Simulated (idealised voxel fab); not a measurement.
Process module under the name voxel local oxidation
Square cells of 5 nm make up the cross-section cut, whose width is 255 nm.
How to read a cross-section here: the picture is a grid of square cells, written as bands going from the top down, and any band can span one or more rows of cells. The entry gives the band's vertical extent as a top height and a bottom height in nm, then its horizontal make-up as materials from left to right, each with a width in nm. "empty" stands for empty space; a single material marked "throughout" fills the band edge to edge. Heights are measured from 0, the level below which the as-received wafer is all one material; the lowest band has no bottom and continues downward, written as in "0 nm and below". Width "30..40": first value at the band's top row of cells, second value at its bottom row, equal change from row to row. It should be understood that the words "nothing was modified", when stated for a given step, signify that the cross-section underwent no change in any of its cells during that step. Closed-off voids of 8+ cells (no open route to the top) go in "Closed void entries", written width x height at distance from the left edge, in nm. Text after the settings on a step's line: the simulator's own remark on that step. You can add "overlay nm" to a step's line. For a step with a mask, it describes how far the mask lay to the right of its planned position, and a negative number describes a lay to the left.

plan:
1: RECEIVE with material Si
2: CONFORMAL_DEP with material SiO2, thk nm 5
3: CONFORMAL_DEP with material SiN, thk nm 15
4: PATTERN with tone cover, mask id ACTIVE, material resist, width nm 105, thk nm 15, overlay nm 0
5: DIRECTIONAL_ETCH with etch materials SiN, depth nm 15
6: STRIP with etch materials resist
7: SELECTIVE_ETCH with etch materials SiO2, depth nm 5
8: OXIDIZE with depth nm 10
9: STRIP with etch materials SiN

Incoming wafer, cross-sectional view, post step 1:
0 nm and below = Si throughout
Closed void entries: none

Module complete, cross-section. Starting point and plan per above. One mistake made in running the module:
0 nm to -10 nm = SiO2 85 | Si 85 | SiO2 85
-10 nm and below = Si throughout
Closed void entries: none
What was done differently from what was planned? the plan's step 2 went unexecuted, having been skipped
